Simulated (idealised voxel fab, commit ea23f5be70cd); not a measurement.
Process module name: voxel transistor to metal
The width of the displayed cross-section, cut, is 165 nm; its cells are square, with a size of 5 nm.
In what follows, cross-sections appear as grids of square cells, described through bands that run from the top down, where every band is one or more rows of cells.
Band entry format. Leading values: height of top, height of bottom, nm. Remainder: materials in left-to-right order, each with its width in nm. Special words: "all across" on a single material, which then fills the band edge to edge; "empty", empty space.
Below 0: as-received wafer, all one material; heights counted from there. Lowest band: no bottom, goes on down, written "0 and below".
Top row gets the first number, bottom row gets the second, and each row in between changes by the same step: that is how a band width like "30->40" works.
What does "same as before" mean for a step? It means no cell of the cross-section changed in that step.
This entry, "Closed internal voids", enumerates those empty regions of no fewer than 8 cells that possess no open connection to the top. Each region is reported in the form width x height at distance, the distance being taken from the left edge, with all three quantities expressed in nm.
Note: text after step settings on the step line = simulator remark on that step.
"overlay nm" on a masked step: distance the mask lay right of its planned place, negative for left.
Planned process steps:
1: RECEIVE (material Si)
2: CONFORMAL_DEP (material SiO2; thk nm 5)
3: CONFORMAL_DEP (material SiN; thk nm 10)
4: PATTERN (tone cover; mask id ACTIVE; material resist; width nm 115; thk nm 20; overlay nm 0)
5: DIRECTIONAL_ETCH (etch materials SiN; depth nm 10)
6: DIRECTIONAL_ETCH (etch materials SiO2; depth nm 5)
7: DIRECTIONAL_ETCH (etch materials Si; depth nm 25)
8: STRIP (etch materials resist)
9: FILL_DEP (material SiO2; thk nm 10)
10: CMP (height nm 15)
11: SELECTIVE_ETCH (etch materials SiO2; depth nm 10)
12: STRIP (etch materials SiN)
13: SELECTIVE_ETCH (etch materials SiO2; depth nm 5)
14: OXIDIZE (depth nm 5)
15: DIRECTIONAL_DEP (material polySi; thk nm 25)
16: DIRECTIONAL_DEP (material SiCN; thk nm 15)
17: MASKED_ETCH (tone cover; mask id GATE; width nm 25; etch materials SiCN; depth nm 25; overlay nm 0)
18: MASKED_ETCH (tone cover; mask id GATE; width nm 25; etch materials polySi; depth nm 35; overlay nm 0)
19: CONFORMAL_DEP (material SiN; thk nm 10)
20: DIRECTIONAL_ETCH (etch materials SiN; depth nm 10)
21: DIRECTIONAL_ETCH (etch materials SiO2; depth nm 5)
22: DIRECTIONAL_ETCH (etch materials Si; depth nm 15)
23: EPI (material nSi; thk nm 20)
24: FILL_DEP (material SiO2; thk nm 5)
25: CMP (height nm 25)
26: STRIP (etch materials polySi)
27: SELECTIVE_ETCH (etch materials SiO2; depth nm 5)
28: CONFORMAL_DEP (material HfO2; thk nm 5)
29: CONFORMAL_DEP (material TiN; thk nm 5)
30: FILL_DEP (material W; thk nm 5)
31: CMP (height nm 20)
32: DIRECTIONAL_DEP (material SiO2; thk nm 10)
33: PATTERN (tone open; mask id CONTACT; material resist; width nm 15; pitch nm 75; thk nm 20; overlay nm 0)
34: DIRECTIONAL_ETCH (etch materials SiO2; depth nm 30)
35: STRIP (etch materials resist)
36: CONFORMAL_DEP (material TiN; thk nm 5)
37: FILL_DEP (material W; thk nm 5)
38: CMP (height nm 30)
39: CONFORMAL_DEP (material SiCN; thk nm 5)
40: DIRECTIONAL_DEP (material lowk; thk nm 20)
41: DIRECTIONAL_DEP (material aC; thk nm 15)
42: PATTERN (tone open; mask id METAL_1; material resist; width nm 20; pitch nm 75; thk nm 30; overlay nm 0)
43: DIRECTIONAL_ETCH (etch materials aC; depth nm 15)
44: STRIP (etch materials resist)
45: DIRECTIONAL_ETCH (etch materials lowk; depth nm 20)
46: DIRECTIONAL_ETCH (etch materials SiCN; depth nm 5)
47: STRIP (etch materials aC)
48: CONFORMAL_DEP (material TiN; thk nm 5)
49: FILL_DEP (material Cu; thk nm 5)
50: CMP (height nm 55)
51: EPI (material Ru; thk nm 5)
52: FILL_DEP (material SiCN; thk nm 5)
53: DIRECTIONAL_DEP (material lowk; thk nm 30)
54: MASKED_ETCH (tone open; mask id METAL_2; width nm 20; pitch nm 75; etch materials lowk; depth nm 15; overlay nm 0)
55: MASKED_ETCH (tone open; mask id METAL_2_HOLES; width nm 15; pitch nm 75; etch materials lowk; depth nm 15; overlay nm 0)
56: MASKED_ETCH (tone open; mask id METAL_2_HOLES; width nm 15; pitch nm 75; etch materials SiCN; depth nm 5; overlay nm 0)
57: CONFORMAL_DEP (material TiN; thk nm 5)
58: FILL_DEP (material Cu; thk nm 5)
59: CMP (height nm 95)
60: CONFORMAL_DEP (material SiCN; thk nm 5)
Where the wafers of this document differ is in the width nm of step 33; they start out the same, and the plan states the value that applied to the first wafer.
Cross-section of the first of several wafers as received (after step 1):
0 and below: Si all across
Closed internal voids: none
Module finished, last step 60 done: cross-section of the first of several wafers:
100 down to 95: SiCN all across
95 down to 85: lowk (35); TiN (5); Cu (10); TiN (5); lowk (55); TiN (5); Cu (10); TiN (5); lowk (35)
85 down to 80: lowk (35); TiN (5); Cu (5); TiN (10); lowk (55); TiN (5); Cu (5); TiN (10); lowk (35)
80 down to 65: lowk (35); TiN (5); Cu (5); TiN (5); lowk (60); TiN (5); Cu (5); TiN (5); lowk (40)
65 down to 60: SiCN (35); TiN (15); SiCN (60); TiN (15); SiCN (40)
60 down to 55: SiCN (30); Ru (30); SiCN (45); Ru (30); SiCN (30)
55 down to 35: lowk (35); TiN (5); Cu (10); TiN (5); lowk (55); TiN (5); Cu (10); TiN (5); lowk (35)
35 down to 30: SiCN (35); TiN (20); SiCN (55); TiN (20); SiCN (35)
30 down to 20: SiO2 (40); TiN (5); W (5); TiN (5); SiO2 (60); TiN (5); W (5); TiN (5); SiO2 (35)
20 down to 15: SiO2 (40); TiN (15); SiO2 (5); SiN (10); HfO2 (5); TiN (5); W (5); TiN (5); HfO2 (5); SiN (10); SiO2 (10); TiN (15); SiO2 (35)
15 down to 5: SiO2 (40); nSi (20); SiN (10); HfO2 (5); TiN (5); W (5); TiN (5); HfO2 (5); SiN (10); nSi (20); TiN (5); SiO2 (35)
5 down to 0: SiO2 (40); nSi (20); SiN (10); HfO2 (5); TiN (15); HfO2 (5); SiN (10); nSi (20); TiN (5); SiO2 (35)
0 down to -5: SiO2 (20); nSi (40); SiO2 (5); HfO2 (35); SiO2 (5); nSi (40); SiO2 (20)
-5 down to -20: SiO2 (25); nSi (35); Si (45); nSi (35); SiO2 (25)
-20 down to -25: SiO2 (25); Si (115); SiO2 (25)
-25 and below: Si all across
Closed internal voids: none
Wafer cross-section (last wafer, module end):
100 down to 95: SiCN all across
95 down to 85: lowk (35); TiN (5); Cu (10); TiN (5); lowk (55); TiN (5); Cu (10); TiN (5); lowk (35)
85 down to 80: lowk (35); TiN (5); Cu (5); TiN (10); lowk (55); TiN (5); Cu (5); TiN (10); lowk (35)
80 down to 65: lowk (35); TiN (5); Cu (5); TiN (5); lowk (60); TiN (5); Cu (5); TiN (5); lowk (40)
65 down to 60: SiCN (35); TiN (15); SiCN (60); TiN (15); SiCN (40)
60 down to 55: SiCN (30); Ru (30); SiCN (45); Ru (30); SiCN (30)
55 down to 35: lowk (35); TiN (5); Cu (10); TiN (5); lowk (55); TiN (5); Cu (10); TiN (5); lowk (35)
35 down to 30: SiCN (35); TiN (20); SiCN (55); TiN (20); SiCN (35)
30 down to 20: SiO2 (30); TiN (5); W (25->20); TiN (5->10); SiO2 (40); TiN (5); W (25); TiN (5); SiO2 (25)
20 down to 15: SiO2 (30); TiN (30); SiN (10); HfO2 (5); TiN (5); W (5); TiN (5); HfO2 (5); SiN (10); TiN (25); W (5); TiN (5); SiO2 (25)
15 down to 5: SiO2 (30); TiN (10); nSi (20); SiN (10); HfO2 (5); TiN (5); W (5); TiN (5); HfO2 (5); SiN (10); nSi (20); TiN (5); W (5); TiN (5); SiO2 (25)
5 down to 0: SiO2 (30); TiN (10); nSi (20); SiN (10); HfO2 (5); TiN (15); HfO2 (5); SiN (10); nSi (20); TiN (15); SiO2 (25)
0 down to -5: SiO2 (20); nSi (40); SiO2 (5); HfO2 (35); SiO2 (5); nSi (40); SiO2 (20)
-5 down to -20: SiO2 (25); nSi (35); Si (45); nSi (35); SiO2 (25)
-20 down to -25: SiO2 (25); Si (115); SiO2 (25)
-25 and below: Si all across
Closed internal voids: none
Per-wafer rows below. For each material: cells gained (+) or lost (-) since the wafer was received, as of end of module. Then: closed voids:
width nm 15 | +32 Cu | +15 HfO2 | +12 Ru | -115 Si | +106 SiCN | +16 SiN | +167 SiO2 | +82 TiN | +7 W | +256 lowk | +82 nSi | Closed internal voids: none
width nm 20 | +32 Cu | +15 HfO2 | +12 Ru | -115 Si | +106 SiCN | +16 SiN | +158 SiO2 | +87 TiN | +11 W | +256 lowk | +82 nSi | Closed internal voids: none
width nm 25 | +32 Cu | +15 HfO2 | +12 Ru | -115 Si | +106 SiCN | +16 SiN | +149 SiO2 | +92 TiN | +15 W | +256 lowk | +82 nSi | Closed internal voids: none
width nm 30 | +32 Cu | +15 HfO2 | +12 Ru | -115 Si | +106 SiCN | +16 SiN | +140 SiO2 | +97 TiN | +19 W | +256 lowk | +82 nSi | Closed internal voids: none
width nm 35 | +32 Cu | +15 HfO2 | +12 Ru | -115 Si | +106 SiCN | +16 SiN | +132 SiO2 | +99 TiN | +25 W | +256 lowk | +82 nSi | Closed internal voids: none
